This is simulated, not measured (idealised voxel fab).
process module | voxel ribs on slabs
cross-section cut | 150 nm wide | cells 5 nm
A cross-section is a grid of square cells, given in bands from the top down. A band is one or more rows of cells.
Each band's line starts with the height of the band's top and of its bottom, in nm. Then come its materials from left to right, each with its width in nm. One material with "throughout" fills the band from edge to edge. "air" is empty space.
Height 0 is the level under which the wafer as received is all one material. The lowest band goes on downwards, as in "0 down".
A width such as "30 to 40" changes by the same amount from each row of cells to the next, from the band's top row to its bottom row.
"no change" after a step means that no cell of the cross-section changed.
closed voids: empty space of 8 cells or more with no open way to the top, each as width x height at its distance from the left edge, in nm
after a step's settings: what the simulator itself notes on the step
overlay nm, on a step with a mask: how far to the right of its planned place the mask lay; to the left if negative
plan
1 op RECEIVE | material Si
2 op DIRECTIONAL_DEP | material SiO2 | thk nm 25
3 op DIRECTIONAL_DEP | material polySi | thk nm 25
4 op DIRECTIONAL_DEP | material aC | thk nm 10
5 op PATTERN | tone cover | mask id RIB | material resist | width nm 25 | thk nm 25 | overlay nm 0
6 op DIRECTIONAL_ETCH | etch materials aC | depth nm 10
7 op STRIP | etch materials resist
8 op DIRECTIONAL_ETCH | etch materials polySi | depth nm 10
9 op STRIP | etch materials aC
10 op MASKED_ETCH | tone cover | mask id SLAB | width nm 55 | etch materials polySi | depth nm 15 | overlay nm 0
11 op FILL_DEP | material SiO2 | thk nm 15
12 op CMP | height nm 60
13 op DIRECTIONAL_DEP | material W | thk nm 5
14 op DIRECTIONAL_DEP | material aC | thk nm 10
15 op PATTERN | tone cover | mask id HEATER | material resist | width nm 35 | thk nm 30 | overlay nm 0
16 op DIRECTIONAL_ETCH | etch materials aC | depth nm 10
17 op STRIP | etch materials resist
18 op DIRECTIONAL_ETCH | etch materials W | depth nm 5
19 op STRIP | etch materials aC
20 op CONFORMAL_DEP | material SiN | thk nm 5
first wafer, as planned
as received, after step 1
  0 down: Si throughout
  closed voids: none
after step 2
  25 to 0: SiO2 throughout
  below 0: unchanged
after step 3
  50 to 25: polySi throughout
  below 25: unchanged
after step 4
  60 to 50: aC throughout
  below 50: unchanged
after step 5
  85 to 60: air 60 | resist 25 | air 65
  below 60: unchanged
after step 6
  75 to 60: air 60 | resist 25 | air 65
  60 to 50: air 60 | aC 25 | air 65
  below 50: unchanged
after step 7
  60 to 50: air 60 | aC 25 | air 65
  below 50: unchanged
after step 8
  60 to 50: air 60 | aC 25 | air 65
  50 to 40: air 60 | polySi 25 | air 65
  below 40: unchanged
after step 9
  50 to 40: air 60 | polySi 25 | air 65
  below 40: unchanged
after step 10
  50 to 40: air 60 | polySi 25 | air 65
  40 to 25: air 45 | polySi 55 | air 50
  below 25: unchanged
after step 11
  65 to 50: SiO2 throughout
  50 to 40: SiO2 60 | polySi 25 | SiO2 65
  40 to 25: SiO2 45 | polySi 55 | SiO2 50
  below 25: unchanged
after step 12
  60 to 50: SiO2 throughout
  below 50: unchanged
after step 13
  65 to 60: W throughout
  below 60: unchanged
after step 14
  75 to 65: aC throughout
  below 65: unchanged
after step 15
  105 to 75: air 55 | resist 35 | air 60
  below 75: unchanged
after step 16
  95 to 75: air 55 | resist 35 | air 60
  75 to 65: air 55 | aC 35 | air 60
  below 65: unchanged
after step 17
  75 to 65: air 55 | aC 35 | air 60
  below 65: unchanged
after step 18
  75 to 65: air 55 | aC 35 | air 60
  65 to 60: air 55 | W 35 | air 60
  below 60: unchanged
after step 19
  65 to 60: air 55 | W 35 | air 60
  below 60: unchanged
after step 20
  70 to 65: air 50 | SiN 45 | air 55
  65 to 60: SiN 55 | W 35 | SiN 60
  below 60: unchanged
second wafer: like start, like plan, one mistake. Through step 1 it matches the first wafer
when step 2 should have ended
  25 to 0: polySi throughout
  below 0: unchanged
when step 3 should have ended
  50 to 25: SiO2 throughout
  below 25: unchanged
when step 4 should have ended
  60 to 50: aC throughout
  below 50: unchanged
when step 5 should have ended
  85 to 60: air 60 | resist 25 | air 65
  below 60: unchanged
when step 6 should have ended
  75 to 60: air 60 | resist 25 | air 65
  60 to 50: air 60 | aC 25 | air 65
  below 50: unchanged
when step 7 should have ended
  60 to 50: air 60 | aC 25 | air 65
  below 50: unchanged
when step 8 should have ended: no change
when step 9 should have ended
  50 to 25: SiO2 throughout
  below 25: unchanged
when step 10 should have ended: no change
when step 11 should have ended
  65 to 25: SiO2 throughout
  below 25: unchanged
when step 12 should have ended
  60 to 25: SiO2 throughout
  below 25: unchanged
when step 13 should have ended
  65 to 60: W throughout
  below 60: unchanged
when step 14 should have ended
  75 to 65: aC throughout
  below 65: unchanged
when step 15 should have ended
  105 to 75: air 55 | resist 35 | air 60
  below 75: unchanged
when step 16 should have ended
  95 to 75: air 55 | resist 35 | air 60
  75 to 65: air 55 | aC 35 | air 60
  below 65: unchanged
when step 17 should have ended
  75 to 65: air 55 | aC 35 | air 60
  below 65: unchanged
when step 18 should have ended
  75 to 65: air 55 | aC 35 | air 60
  65 to 60: air 55 | W 35 | air 60
  below 60: unchanged
when step 19 should have ended
  65 to 60: air 55 | W 35 | air 60
  below 60: unchanged
when step 20 should have ended
  70 to 65: air 50 | SiN 45 | air 55
  65 to 60: SiN 55 | W 35 | SiN 60
  below 60: unchanged
what went wrong: steps 2 and 3 were swapped
at the end the second wafer has, in cells: 107 fewer of SiO2 | 107 more of polySi
